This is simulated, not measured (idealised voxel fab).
Process module in this document: voxel fin reveal
Section cut is 295 nm wide and gridded with 5 nm square cells.
Square cells in a grid make up a cross-section in this document, and the grid is given as bands, listed from the top down, each one or more rows of cells.
Per band: top height and bottom height in nm, followed by the left-to-right materials and their widths in nm; "full width" marks a single material spanning edge to edge, "air" marks empty space.
Where do heights start? At 0: under that level the wafer as delivered is made of one material only. And the lowest band has no floor; it just carries on downward, as in "0 down".
With a width like "30..40", each row of cells in the band differs from the next by the same amount, the top row carrying the first number and the bottom row the second.
"no alteration" means the step left every cell of the cross-section as it was.
In "Closed void roster" the enclosed voids are listed, meaning empty spaces of 8 cells or larger without any opening to the top. The form is width x height at distance, distance from the left edge, units nm.
after a step's settings: what the simulator itself notes on the step
overlay nm: mask right of planned place by this much (step with mask). Neg. = left.

[These are the steps we planned for the process]
step 1: RECEIVE [material Si]
step 2: CONFORMAL_DEP [material SiN] [thk nm 10]
step 3: PATTERN [tone cover] [mask id FINS] [material resist] [width nm 15] [pitch nm 40] [thk nm 20] [overlay nm 0]
step 4: DIRECTIONAL_ETCH [etch materials SiN] [depth nm 10]
step 5: DIRECTIONAL_ETCH [etch materials Si] [depth nm 30]
step 6: STRIP [etch materials resist]
step 7: FILL_DEP [material SiO2] [thk nm 5]
step 8: CMP [height nm 10]
step 9: SELECTIVE_ETCH [etch materials SiO2] [depth nm 25]
step 10: STRIP [etch materials SiN]
step 11: CONFORMAL_DEP [material SiO2] [thk nm 5]

[The following pertains to the first of two wafers, which was processed as planned]

[Step 1 complete: cross-section of the wafer as received]
> 0 down: Si full width
> Closed void roster: none

[Wafer after step 2 (cross-section)]
> 10 to 0: SiN full width
> Lower than 0, everything is as it was.

[Wafer after step 3 (cross-section)]
> 30 to 10: 100 nm air, 15 nm resist, 25 nm air, 15 nm resist, 25 nm air, 15 nm resist, 100 nm air
> Lower than 10, everything is as it was.

[Wafer after step 4 (cross-section)]
> 30 to 10: 100 nm air, 15 nm resist, 25 nm air, 15 nm resist, 25 nm air, 15 nm resist, 100 nm air
> 10 to 0: 100 nm air, 15 nm SiN, 25 nm air, 15 nm SiN, 25 nm air, 15 nm SiN, 100 nm air
> Lower than 0, everything is as it was.

[Wafer after step 5 (cross-section)]
> 30 to 10: 100 nm air, 15 nm resist, 25 nm air, 15 nm resist, 25 nm air, 15 nm resist, 100 nm air
> 10 to 0: 100 nm air, 15 nm SiN, 25 nm air, 15 nm SiN, 25 nm air, 15 nm SiN, 100 nm air
> 0 to -30: 100 nm air, 15 nm Si, 25 nm air, 15 nm Si, 25 nm air, 15 nm Si, 100 nm air
> Lower than -30, everything is as it was.

[Wafer after step 6 (cross-section)]
> 10 to 0: 100 nm air, 15 nm SiN, 25 nm air, 15 nm SiN, 25 nm air, 15 nm SiN, 100 nm air
> Lower than 0, everything is as it was.

[Wafer after step 7 (cross-section)]
> 15 to 10: SiO2 full width
> 10 to 0: 100 nm SiO2, 15 nm SiN, 25 nm SiO2, 15 nm SiN, 25 nm SiO2, 15 nm SiN, 100 nm SiO2
> 0 to -30: 100 nm SiO2, 15 nm Si, 25 nm SiO2, 15 nm Si, 25 nm SiO2, 15 nm Si, 100 nm SiO2
> Lower than -30, everything is as it was.

[Wafer after step 8 (cross-section)]
> 10 to 0: 100 nm SiO2, 15 nm SiN, 25 nm SiO2, 15 nm SiN, 25 nm SiO2, 15 nm SiN, 100 nm SiO2
> Lower than 0, everything is as it was.

[Wafer after step 9 (cross-section)]
> 10 to 0: 100 nm air, 15 nm SiN, 25 nm air, 15 nm SiN, 25 nm air, 15 nm SiN, 100 nm air
> 0 to -15: 100 nm air, 15 nm Si, 25 nm air, 15 nm Si, 25 nm air, 15 nm Si, 100 nm air
> Lower than -15, everything is as it was.

[Wafer after step 10 (cross-section)]
> 0 to -15: 100 nm air, 15 nm Si, 25 nm air, 15 nm Si, 25 nm air, 15 nm Si, 100 nm air
> Lower than -15, everything is as it was.

[Wafer after step 11 (cross-section)]
> 5 to 0: 95 nm air, 25 nm SiO2, 15 nm air, 25 nm SiO2, 15 nm air, 25 nm SiO2, 95 nm air
> 0 to -10: 95 nm air, 5 nm SiO2, 15 nm Si, 5 nm SiO2, 15 nm air, 5 nm SiO2, 15 nm Si, 5 nm SiO2, 15 nm air, 5 nm SiO2, 15 nm Si, 5 nm SiO2, 95 nm air
> -10 to -30: 100 nm SiO2, 15 nm Si, 25 nm SiO2, 15 nm Si, 25 nm SiO2, 15 nm Si, 100 nm SiO2
> Lower than -30, everything is as it was.

[Companion wafer, the second of two: same beginning, same intended sequence, one mistake in carrying it out; through step 10 inclusive it tracks the first exactly]

The second wafer cut through, at the time step 11 was supposed to be finished: no alteration
Deviation noted in wafer processing: step 11 of the plan was jumped over and never run
at the end the second wafer has, in cells: -77 SiO2
